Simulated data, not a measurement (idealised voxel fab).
The following is a process module called voxel air gaps.
We display cut, a cross-section 295 nm in width whose square cells are each 5 nm.
Just so we're on the same page, the cross-sections are grids of square cells, and they're listed out in bands top to bottom, each band one or more rows deep. This entry defines a band. It first specifies the height of the band's top and the height of its bottom in nm, and then specifies the band's materials from left to right, stating each material with its width in nm. The word "everywhere" identifies a single material that fills the band from edge to edge, while the word "blank" identifies empty space. The level at which height equals 0 is the one under which the wafer, as it arrives, is entirely one material. No lower edge exists for the bottom band, which continues downward and is notated as in "from 0 down". Graded width ("30 to 40"): value in top row of band = first number; value in bottom row = second number; row-to-row change constant. When a step is marked "nothing was modified", none of the cells in the cross-section changed during that step. Listed in "Sealed internal voids": every empty space of 8 or more cells without an open way to the top. Form: width x height at distance, the distance being from the left edge, all in nm. Text after the settings on a step's line: the simulator's own remark on that step. What "overlay nm" on a step's line means: if the step has a mask, that mask lay this far to the right of its planned place, or, when the value is negative, to the left.
**The steps planned for the process are as follows**
1 RECEIVE with material Si
2 CONFORMAL_DEP with material SiO2, thk nm 10
3 CONFORMAL_DEP with material SiCN, thk nm 5
4 DIRECTIONAL_DEP with material SiO2, thk nm 40
5 DIRECTIONAL_DEP with material aC, thk nm 15
6 PATTERN with tone open, mask id LINES, material resist, width nm 25, pitch nm 50, thk nm 30, overlay nm 0
7 DIRECTIONAL_ETCH with etch materials aC, depth nm 15
8 STRIP with etch materials resist
9 DIRECTIONAL_ETCH with etch materials SiO2, depth nm 40
10 STRIP with etch materials aC
11 CONFORMAL_DEP with material TiN, thk nm 5
12 FILL_DEP with material Cu, thk nm 10
13 CMP with height nm 55
14 EPI with material Ru, thk nm 10
15 SELECTIVE_ETCH with etch materials SiO2, depth nm 50
16 CONFORMAL_DEP with material SiCN, thk nm 5
**First wafer, two in total, run as planned**
**Incoming wafer in cross-section (state: after step 1)**
* from 0 down = Si everywhere
* Sealed internal voids: none
**Take a look at the wafer's cross-section after step 2**
* from 10 to 0 = SiO2 everywhere
* Heights below 0 show no change.
**Take a look at the wafer's cross-section after step 3**
* from 15 to 10 = SiCN everywhere
* Heights below 10 show no change.
**Take a look at the wafer's cross-section after step 4**
* from 55 to 15 = SiO2 everywhere
* Heights below 15 show no change.
**Take a look at the wafer's cross-section after step 5**
* from 70 to 55 = aC everywhere
* Heights below 55 show no change.
**Take a look at the wafer's cross-section after step 6**
* from 100 to 70 = resist=60  blank=25  resist=25  blank=25  resist=25  blank=25  resist=25  blank=25  resist=60
* Heights below 70 show no change.
**Take a look at the wafer's cross-section after step 7**
* from 85 to 70 = resist=60  blank=25  resist=25  blank=25  resist=25  blank=25  resist=25  blank=25  resist=60
* from 70 to 55 = aC=60  blank=25  aC=25  blank=25  aC=25  blank=25  aC=25  blank=25  aC=60
* Heights below 55 show no change.
**Take a look at the wafer's cross-section after step 8**
* from 70 to 55 = aC=60  blank=25  aC=25  blank=25  aC=25  blank=25  aC=25  blank=25  aC=60
* Heights below 55 show no change.
**Take a look at the wafer's cross-section after step 9**
* from 70 to 55 = aC=60  blank=25  aC=25  blank=25  aC=25  blank=25  aC=25  blank=25  aC=60
* from 55 to 15 = SiO2=60  blank=25  SiO2=25  blank=25  SiO2=25  blank=25  SiO2=25  blank=25  SiO2=60
* Heights below 15 show no change.
**Take a look at the wafer's cross-section after step 10**
* from 55 to 15 = SiO2=60  blank=25  SiO2=25  blank=25  SiO2=25  blank=25  SiO2=25  blank=25  SiO2=60
* Heights below 15 show no change.
**Take a look at the wafer's cross-section after step 11**
* from 60 to 55 = TiN=65  blank=15  TiN=35  blank=15  TiN=35  blank=15  TiN=35  blank=15  TiN=65
* from 55 to 20 = SiO2=60  TiN=5  blank=15  TiN=5  SiO2=25  TiN=5  blank=15  TiN=5  SiO2=25  TiN=5  blank=15  TiN=5  SiO2=25  TiN=5  blank=15  TiN=5  SiO2=60
* from 20 to 15 = SiO2=60  TiN=25  SiO2=25  TiN=25  SiO2=25  TiN=25  SiO2=25  TiN=25  SiO2=60
* Heights below 15 show no change.
**Take a look at the wafer's cross-section after step 12**
* from 70 to 60 = Cu everywhere
* from 60 to 55 = TiN=65  Cu=15  TiN=35  Cu=15  TiN=35  Cu=15  TiN=35  Cu=15  TiN=65
* from 55 to 20 = SiO2=60  TiN=5  Cu=15  TiN=5  SiO2=25  TiN=5  Cu=15  TiN=5  SiO2=25  TiN=5  Cu=15  TiN=5  SiO2=25  TiN=5  Cu=15  TiN=5  SiO2=60
* Heights below 20 show no change.
**Take a look at the wafer's cross-section after step 13**
* from 55 to 20 = SiO2=60  TiN=5  Cu=15  TiN=5  SiO2=25  TiN=5  Cu=15  TiN=5  SiO2=25  TiN=5  Cu=15  TiN=5  SiO2=25  TiN=5  Cu=15  TiN=5  SiO2=60
* Heights below 20 show no change.
**Take a look at the wafer's cross-section after step 14**
* from 65 to 55 = blank=50  Ru=45  blank=5  Ru=45  blank=5  Ru=45  blank=5  Ru=45  blank=50
* Heights below 55 show no change.
**Take a look at the wafer's cross-section after step 15**
* from 65 to 55 = blank=50  Ru=45  blank=5  Ru=45  blank=5  Ru=45  blank=5  Ru=45  blank=50
* from 55 to 20 = blank=60  TiN=5  Cu=15  TiN=5  blank=25  TiN=5  Cu=15  TiN=5  blank=25  TiN=5  Cu=15  TiN=5  blank=25  TiN=5  Cu=15  TiN=5  blank=60
* from 20 to 15 = blank=60  TiN=25  blank=25  TiN=25  blank=25  TiN=25  blank=25  TiN=25  blank=60
* Heights below 15 show no change.
**Take a look at the wafer's cross-section after step 16**
* from 70 to 65 = blank=45  SiCN=205  blank=45
* from 65 to 55 = blank=45  SiCN=5  Ru=45  SiCN=5  Ru=45  SiCN=5  Ru=45  SiCN=5  Ru=45  SiCN=5  blank=45
* from 55 to 50 = blank=45  SiCN=15  TiN=5  Cu=15  TiN=5  SiCN=25  TiN=5  Cu=15  TiN=5  SiCN=25  TiN=5  Cu=15  TiN=5  SiCN=25  TiN=5  Cu=15  TiN=5  SiCN=15  blank=45
* from 50 to 20 = blank=55  SiCN=5  TiN=5  Cu=15  TiN=5  SiCN=5  blank=15  SiCN=5  TiN=5  Cu=15  TiN=5  SiCN=5  blank=15  SiCN=5  TiN=5  Cu=15  TiN=5  SiCN=5  blank=15  SiCN=5  TiN=5  Cu=15  TiN=5  SiCN=5  blank=55
* from 20 to 15 = SiCN=60  TiN=25  SiCN=25  TiN=25  SiCN=25  TiN=25  SiCN=25  TiN=25  SiCN=60
* Heights below 15 show no change.
* Sealed internal voids: 15 x 30 at 90; 15 x 30 at 140; 15 x 30 at 190
**Regarding the second of the two wafers: it shared the first wafer's starting condition and process plan, yet one error occurred during its execution. Its history coincides with that of the first wafer up to and including step 13**
**Planned end of step 14: second wafer, cross-section**
* from 75 to 55 = blank=40  Ru=215  blank=40
* Heights below 55 show no change.
**Planned end of step 15: second wafer, cross-section**
* from 75 to 55 = blank=40  Ru=215  blank=40
* from 55 to 20 = blank=60  TiN=5  Cu=15  TiN=5  SiO2=25  TiN=5  Cu=15  TiN=5  SiO2=25  TiN=5  Cu=15  TiN=5  SiO2=25  TiN=5  Cu=15  TiN=5  blank=60
* from 20 to 15 = blank=60  TiN=25  SiO2=25  TiN=25  SiO2=25  TiN=25  SiO2=25  TiN=25  blank=60
* Heights below 15 show no change.
**Planned end of step 16: second wafer, cross-section**
* from 80 to 75 = blank=35  SiCN=225  blank=35
* from 75 to 55 = blank=35  SiCN=5  Ru=215  SiCN=5  blank=35
* from 55 to 50 = blank=35  SiCN=25  TiN=5  Cu=15  TiN=5  SiO2=25  TiN=5  Cu=15  TiN=5  SiO2=25  TiN=5  Cu=15  TiN=5  SiO2=25  TiN=5  Cu=15  TiN=5  SiCN=25  blank=35
* from 50 to 20 = blank=55  SiCN=5  TiN=5  Cu=15  TiN=5  SiO2=25  TiN=5  Cu=15  TiN=5  SiO2=25  TiN=5  Cu=15  TiN=5  SiO2=25  TiN=5  Cu=15  TiN=5  SiCN=5  blank=55
* from 20 to 15 = SiCN=60  TiN=25  SiO2=25  TiN=25  SiO2=25  TiN=25  SiO2=25  TiN=25  SiCN=60
* Heights below 15 show no change.
What broke from the plan during processing? step 14 in the plan was executed twice
The second wafer ends with more or fewer cells of some materials than the first, per final count: +100 Ru; -60 SiCN; +120 SiO2
By the end, 3 closed voids are present in the first wafer and 0 in the second.
